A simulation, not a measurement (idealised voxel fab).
Process module name: voxel fin reveal
Shown is cross-section cut, with a width of 285 nm and square cells of size 5 nm.
In what follows, cross-sections appear as grids of square cells, described through bands that run from the top down, where every band is one or more rows of cells.
Look at the band entry: it leads with the top's height and the bottom's height in nm. Then it lists the materials left to right, with a width in nm for each. The word "everywhere" on a single material says that material fills the band edge to edge. The word "blank" is empty space.
The reference from which all heights are counted is 0, the level beneath which the as-received wafer is entirely one material; the lowest band, having no lower bound, proceeds downward and is written after the example "from 0 down".
Width: "30 to 40" (first number = top row, second number = bottom row, same change from row to row of cells).
Reading "stayed the same" for a step: not a cell of the cross-section changed in it.
"Sealed cavities" contains a list of empty spaces, each no smaller than 8 cells and without an open way to the top, written in the form width x height at distance with the distance from the left edge and all three in nm.
Read whatever lies past the settings on a step's line as the simulator's own remark about the step.
overlay nm: step with mask; distance mask lay right of planned place; negative value = left of planned place.
# plan
1. RECEIVE | material Si
2. CONFORMAL_DEP | material SiN | thk nm 10
3. DIRECTIONAL_DEP | material aC | thk nm 15
4. PATTERN | tone cover | mask id FINS | material resist | width nm 15 | pitch nm 40 | thk nm 30 | overlay nm 0
5. DIRECTIONAL_ETCH | etch materials aC | depth nm 15
6. STRIP | etch materials resist
7. DIRECTIONAL_ETCH | etch materials SiN | depth nm 10
8. DIRECTIONAL_ETCH | etch materials Si | depth nm 35
9. STRIP | etch materials aC
10. FILL_DEP | material SiO2 | thk nm 10
11. CMP | height nm 10
12. SELECTIVE_ETCH | etch materials SiO2 | depth nm 20
13. STRIP | etch materials SiN
14. CONFORMAL_DEP | material HfO2 | thk nm 5
# First of two wafers, processed according to plan
# Cross-section of the wafer at receipt, which is the condition after step 1
- from 0 down  Si everywhere
- Sealed cavities: none
# Upon completion of step 2, the wafer appears in cross-section as shown
- from 10 to 0  SiN everywhere
- Below 0, the layers are the same as they were.
# Upon completion of step 3, the wafer appears in cross-section as shown
- from 25 to 10  aC everywhere
- Below 10, the layers are the same as they were.
# Upon completion of step 4, the wafer appears in cross-section as shown
- from 55 to 25  blank=95, then resist=15, then blank=25, then resist=15, then blank=25, then resist=15, then blank=95
- Below 25, the layers are the same as they were.
# Upon completion of step 5, the wafer appears in cross-section as shown
- from 40 to 25  blank=95, then resist=15, then blank=25, then resist=15, then blank=25, then resist=15, then blank=95
- from 25 to 10  blank=95, then aC=15, then blank=25, then aC=15, then blank=25, then aC=15, then blank=95
- Below 10, the layers are the same as they were.
# Upon completion of step 6, the wafer appears in cross-section as shown
- from 25 to 10  blank=95, then aC=15, then blank=25, then aC=15, then blank=25, then aC=15, then blank=95
- Below 10, the layers are the same as they were.
# Upon completion of step 7, the wafer appears in cross-section as shown
- from 25 to 10  blank=95, then aC=15, then blank=25, then aC=15, then blank=25, then aC=15, then blank=95
- from 10 to 0  blank=95, then SiN=15, then blank=25, then SiN=15, then blank=25, then SiN=15, then blank=95
- Below 0, the layers are the same as they were.
# Upon completion of step 8, the wafer appears in cross-section as shown
- from 25 to 10  blank=95, then aC=15, then blank=25, then aC=15, then blank=25, then aC=15, then blank=95
- from 10 to 0  blank=95, then SiN=15, then blank=25, then SiN=15, then blank=25, then SiN=15, then blank=95
- from 0 to -35  blank=95, then Si=15, then blank=25, then Si=15, then blank=25, then Si=15, then blank=95
- Below -35, the layers are the same as they were.
# Upon completion of step 9, the wafer appears in cross-section as shown
- from 10 to 0  blank=95, then SiN=15, then blank=25, then SiN=15, then blank=25, then SiN=15, then blank=95
- Below 0, the layers are the same as they were.
# Upon completion of step 10, the wafer appears in cross-section as shown
- from 20 to 10  SiO2 everywhere
- from 10 to 0  SiO2=95, then SiN=15, then SiO2=25, then SiN=15, then SiO2=25, then SiN=15, then SiO2=95
- from 0 to -35  SiO2=95, then Si=15, then SiO2=25, then Si=15, then SiO2=25, then Si=15, then SiO2=95
- Below -35, the layers are the same as they were.
# Upon completion of step 11, the wafer appears in cross-section as shown
- from 10 to 0  SiO2=95, then SiN=15, then SiO2=25, then SiN=15, then SiO2=25, then SiN=15, then SiO2=95
- Below 0, the layers are the same as they were.
# Upon completion of step 12, the wafer appears in cross-section as shown
- from 10 to 0  blank=95, then SiN=15, then blank=25, then SiN=15, then blank=25, then SiN=15, then blank=95
- from 0 to -10  blank=95, then Si=15, then blank=25, then Si=15, then blank=25, then Si=15, then blank=95
- Below -10, the layers are the same as they were.
# Upon completion of step 13, the wafer appears in cross-section as shown
- from 0 to -10  blank=95, then Si=15, then blank=25, then Si=15, then blank=25, then Si=15, then blank=95
- Below -10, the layers are the same as they were.
# Upon completion of step 14, the wafer appears in cross-section as shown
- from 5 to 0  blank=90, then HfO2=25, then blank=15, then HfO2=25, then blank=15, then HfO2=25, then blank=90
- from 0 to -5  blank=90, then HfO2=5, then Si=15, then HfO2=5, then blank=15, then HfO2=5, then Si=15, then HfO2=5, then blank=15, then HfO2=5, then Si=15, then HfO2=5, then blank=90
- from -5 to -10  HfO2=95, then Si=15, then HfO2=25, then Si=15, then HfO2=25, then Si=15, then HfO2=95
- Below -10, the layers are the same as they were.
# The remaining wafer, second of the two, started like the first and was run to the same plan, except that one mistake was made along the way; the two coincide through step 3, inclusive
# Second wafer at the planned finish of step 4, seen in cross-section
- from 55 to 25  blank=90, then resist=15, then blank=25, then resist=15, then blank=25, then resist=15, then blank=100
- Below 25, the layers are the same as they were.
# Second wafer at the planned finish of step 5, seen in cross-section
- from 40 to 25  blank=90, then resist=15, then blank=25, then resist=15, then blank=25, then resist=15, then blank=100
- from 25 to 10  blank=90, then aC=15, then blank=25, then aC=15, then blank=25, then aC=15, then blank=100
- Below 10, the layers are the same as they were.
# Second wafer at the planned finish of step 6, seen in cross-section
- from 25 to 10  blank=90, then aC=15, then blank=25, then aC=15, then blank=25, then aC=15, then blank=100
- Below 10, the layers are the same as they were.
# Second wafer at the planned finish of step 7, seen in cross-section
- from 25 to 10  blank=90, then aC=15, then blank=25, then aC=15, then blank=25, then aC=15, then blank=100
- from 10 to 0  blank=90, then SiN=15, then blank=25, then SiN=15, then blank=25, then SiN=15, then blank=100
- Below 0, the layers are the same as they were.
# Second wafer at the planned finish of step 8, seen in cross-section
- from 25 to 10  blank=90, then aC=15, then blank=25, then aC=15, then blank=25, then aC=15, then blank=100
- from 10 to 0  blank=90, then SiN=15, then blank=25, then SiN=15, then blank=25, then SiN=15, then blank=100
- from 0 to -35  blank=90, then Si=15, then blank=25, then Si=15, then blank=25, then Si=15, then blank=100
- Below -35, the layers are the same as they were.
# Second wafer at the planned finish of step 9, seen in cross-section
- from 10 to 0  blank=90, then SiN=15, then blank=25, then SiN=15, then blank=25, then SiN=15, then blank=100
- Below 0, the layers are the same as they were.
# Second wafer at the planned finish of step 10, seen in cross-section
- from 20 to 10  SiO2 everywhere
- from 10 to 0  SiO2=90, then SiN=15, then SiO2=25, then SiN=15, then SiO2=25, then SiN=15, then SiO2=100
- from 0 to -35  SiO2=90, then Si=15, then SiO2=25, then Si=15, then SiO2=25, then Si=15, then SiO2=100
- Below -35, the layers are the same as they were.
# Second wafer at the planned finish of step 11, seen in cross-section
- from 10 to 0  SiO2=90, then SiN=15, then SiO2=25, then SiN=15, then SiO2=25, then SiN=15, then SiO2=100
- Below 0, the layers are the same as they were.
# Second wafer at the planned finish of step 12, seen in cross-section
- from 10 to 0  blank=90, then SiN=15, then blank=25, then SiN=15, then blank=25, then SiN=15, then blank=100
- from 0 to -10  blank=90, then Si=15, then blank=25, then Si=15, then blank=25, then Si=15, then blank=100
- Below -10, the layers are the same as they were.
# Second wafer at the planned finish of step 13, seen in cross-section
- from 0 to -10  blank=90, then Si=15, then blank=25, then Si=15, then blank=25, then Si=15, then blank=100
- Below -10, the layers are the same as they were.
# Second wafer at the planned finish of step 14, seen in cross-section
- from 5 to 0  blank=85, then HfO2=25, then blank=15, then HfO2=25, then blank=15, then HfO2=25, then blank=95
- from 0 to -5  blank=85, then HfO2=5, then Si=15, then HfO2=5, then blank=15, then HfO2=5, then Si=15, then HfO2=5, then blank=15, then HfO2=5, then Si=15, then HfO2=5, then blank=95
- from -5 to -10  HfO2=90, then Si=15, then HfO2=25, then Si=15, then HfO2=25, then Si=15, then HfO2=100
- Below -10, the layers are the same as they were.
Misprocessing identified: step 4 changed vs plan, executed as PATTERN | tone cover | mask id FINS | material resist | width nm 15 | pitch nm 40 | thk nm 30 | overlay nm -5
Tallied in cells, the final second wafer holds each material in the same quantity as the first, although not at the same places.
